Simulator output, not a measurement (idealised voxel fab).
process module | voxel transistor to metal
cross-section cut | 250 nm wide | cells 5 nm
A cross-section is a grid of square cells, given in bands from the top down. A band is one or more rows of cells.
Each band's line starts with the height of the band's top and of its bottom, in nm. Then come its materials from left to right, each with its width in nm. One material with "throughout" fills the band from edge to edge. "air" is empty space.
Height 0 is the level under which the wafer as received is all one material. The lowest band goes on downwards, as in "0 down".
A width such as "30 to 40" changes by the same amount from each row of cells to the next, from the band's top row to its bottom row.
"no change" after a step means that no cell of the cross-section changed.
closed voids: empty space of 8 cells or more with no open way to the top, each as width x height at its distance from the left edge, in nm
after a step's settings: what the simulator itself notes on the step
overlay nm, on a step with a mask: how far to the right of its planned place the mask lay; to the left if negative
plan
1 op RECEIVE | material Si
2 op OXIDIZE | depth nm 5
3 op CONFORMAL_DEP | material SiN | thk nm 15
4 op PATTERN | tone cover | mask id ACTIVE | material resist | width nm 100 | pitch nm 120 | thk nm 15 | overlay nm 0
5 op DIRECTIONAL_ETCH | etch materials SiN | depth nm 15
6 op DIRECTIONAL_ETCH | etch materials SiO2 | depth nm 5
7 op DIRECTIONAL_ETCH | etch materials Si | depth nm 35
8 op STRIP | etch materials resist
9 op OXIDIZE | depth nm 5
10 op FILL_DEP | material SiO2 | thk nm 5
11 op CMP | height nm 15
12 op SELECTIVE_ETCH | etch materials SiO2 | depth nm 15
13 op STRIP | etch materials SiN
14 op SELECTIVE_ETCH | etch materials SiO2 | depth nm 5
15 op OXIDIZE | depth nm 5
16 op DIRECTIONAL_DEP | material polySi | thk nm 30
17 op DIRECTIONAL_DEP | material SiCN | thk nm 10
18 op MASKED_ETCH | tone cover | mask id GATE | width nm 20 | pitch nm 120 | etch materials SiCN | depth nm 20 | overlay nm 0
19 op MASKED_ETCH | tone cover | mask id GATE | width nm 20 | pitch nm 120 | etch materials polySi | depth nm 40 | overlay nm 0
20 op CONFORMAL_DEP | material SiO2 | thk nm 5
21 op DIRECTIONAL_ETCH | etch materials SiO2 | depth nm 5
22 op CONFORMAL_DEP | material SiN | thk nm 5
23 op DIRECTIONAL_ETCH | etch materials SiN | depth nm 5
24 op DIRECTIONAL_ETCH | etch materials SiO2 | depth nm 5
25 op DIRECTIONAL_ETCH | etch materials Si | depth nm 15
26 op EPI | material pSi | thk nm 15
27 op FILL_DEP | material SiO2 | thk nm 10
28 op CMP | height nm 35
29 op DIRECTIONAL_DEP | material SiO2 | thk nm 15
30 op MASKED_ETCH | tone open | mask id CONTACT | width nm 20 | etch materials SiO2 | depth nm 60 | overlay nm 0
31 op CONFORMAL_DEP | material TiN | thk nm 5
32 op FILL_DEP | material Ru | thk nm 10
33 op CMP | height nm 50
34 op CONFORMAL_DEP | material SiN | thk nm 5
35 op DIRECTIONAL_DEP | material lowk | thk nm 25
36 op DIRECTIONAL_DEP | material aC | thk nm 10
37 op PATTERN | tone open | mask id METAL_1 | material resist | width nm 20 | thk nm 25 | overlay nm 0
38 op DIRECTIONAL_ETCH | etch materials aC | depth nm 10
39 op STRIP | etch materials resist
40 op DIRECTIONAL_ETCH | etch materials lowk | depth nm 25
41 op DIRECTIONAL_ETCH | etch materials SiN | depth nm 5
42 op STRIP | etch materials aC
43 op CONFORMAL_DEP | material TiN | thk nm 5
44 op FILL_DEP | material Cu | thk nm 5
45 op CMP | height nm 80
46 op CONFORMAL_DEP | material SiCN | thk nm 5
47 op DIRECTIONAL_DEP | material lowk | thk nm 25
48 op PATTERN | tone open | mask id METAL_2 | material resist | width nm 20 | pitch nm 120 | thk nm 20 | overlay nm 0
49 op DIRECTIONAL_ETCH | etch materials lowk | depth nm 15
50 op STRIP | etch materials resist
51 op PATTERN | tone open | mask id METAL_2_HOLES | material resist | width nm 15 | pitch nm 120 | thk nm 20 | overlay nm 0
52 op DIRECTIONAL_ETCH | etch materials lowk | depth nm 10
53 op DIRECTIONAL_ETCH | etch materials SiCN | depth nm 5
54 op STRIP | etch materials resist
55 op CONFORMAL_DEP | material TiN | thk nm 5
56 op FILL_DEP | material Cu | thk nm 10
57 op CMP | height nm 110
58 op CONFORMAL_DEP | material SiN | thk nm 5
as received, after step 1
  0 down: Si throughout
  closed voids: none
a wafer at the end: this start, this plan, one mistake
  115 to 110: SiN throughout
  110 to 100: lowk 20 | TiN 5 | Cu 10 | TiN 5 | lowk 100 | TiN 5 | Cu 10 | TiN 5 | lowk 90
  100 to 95: lowk 20 | TiN 5 | Cu 5 | TiN 10 | lowk 100 | TiN 5 | Cu 5 | TiN 10 | lowk 90
  95 to 85: lowk 20 | TiN 5 | Cu 5 | TiN 5 | lowk 105 | TiN 5 | Cu 5 | TiN 5 | lowk 95
  85 to 80: SiCN 20 | TiN 15 | SiCN 105 | TiN 15 | SiCN 95
  80 to 55: lowk 20 | TiN 5 | Cu 10 | TiN 5 | lowk 50 | TiN 5 | Cu 10 | TiN 5 | lowk 30 | TiN 5 | Cu 10 | TiN 5 | lowk 50 | TiN 5 | Cu 10 | TiN 5 | lowk 20
  55 to 50: SiN 20 | TiN 20 | SiN 50 | TiN 20 | SiN 30 | TiN 20 | SiN 50 | TiN 20 | SiN 20
  50 to 35: SiO2 20 | TiN 5 | Ru 10 | TiN 5 | SiO2 50 | TiN 5 | Ru 10 | TiN 5 | SiO2 30 | TiN 5 | Ru 10 | TiN 5 | SiO2 50 | TiN 5 | Ru 10 | TiN 5 | SiO2 20
  35 to 25: SiO2 20 | TiN 5 | Ru 10 | TiN 5 | SiO2 10 | SiN 5 | SiCN 20 | SiN 5 | SiO2 10 | TiN 5 | Ru 10 | TiN 5 | SiO2 30 | TiN 5 | Ru 10 | TiN 5 | SiO2 10 | SiN 5 | SiCN 20 | SiN 5 | SiO2 10 | TiN 5 | Ru 10 | TiN 5 | SiO2 20
  25 to 10: SiO2 20 | TiN 5 | Ru 10 | TiN 5 | SiO2 10 | SiN 5 | polySi 20 | SiN 5 | SiO2 10 | TiN 5 | Ru 10 | TiN 5 | SiO2 30 | TiN 5 | Ru 10 | TiN 5 | SiO2 10 | SiN 5 | polySi 20 | SiN 5 | SiO2 10 | TiN 5 | Ru 10 | TiN 5 | SiO2 20
  10 to 5: SiO2 20 | TiN 5 | Ru 5 | TiN 10 | SiO2 10 | SiN 5 | polySi 20 | SiN 5 | SiO2 10 | TiN 10 | Ru 5 | TiN 5 | SiO2 30 | TiN 5 | Ru 5 | TiN 10 | SiO2 10 | SiN 5 | polySi 20 | SiN 5 | SiO2 10 | TiN 10 | Ru 5 | TiN 5 | SiO2 20
  5 to -5: SiO2 20 | TiN 5 | Ru 5 | TiN 5 | pSi 15 | SiN 5 | polySi 20 | SiN 5 | pSi 15 | TiN 5 | Ru 5 | TiN 5 | SiO2 30 | TiN 5 | Ru 5 | TiN 5 | pSi 15 | SiN 5 | polySi 20 | SiN 5 | pSi 15 | TiN 5 | Ru 5 | TiN 5 | SiO2 20
  -5 to -10: SiO2 20 | TiN 15 | pSi 15 | SiN 5 | SiO2 20 | SiN 5 | pSi 15 | TiN 15 | SiO2 30 | TiN 15 | pSi 15 | SiN 5 | SiO2 20 | SiN 5 | pSi 15 | TiN 15 | SiO2 20
  -10 to -15: SiO2 15 | pSi 35 | Si 30 | pSi 35 | SiO2 20 | pSi 35 | Si 30 | pSi 35 | SiO2 15
  -15 to -25: SiO2 20 | pSi 30 | Si 30 | pSi 30 | SiO2 30 | pSi 30 | Si 30 | pSi 30 | SiO2 20
  -25 to -45: SiO2 20 | Si 90 | SiO2 30 | Si 90 | SiO2 20
  -45 down: Si throughout
  closed voids: none
what went wrong: step 20 was left out
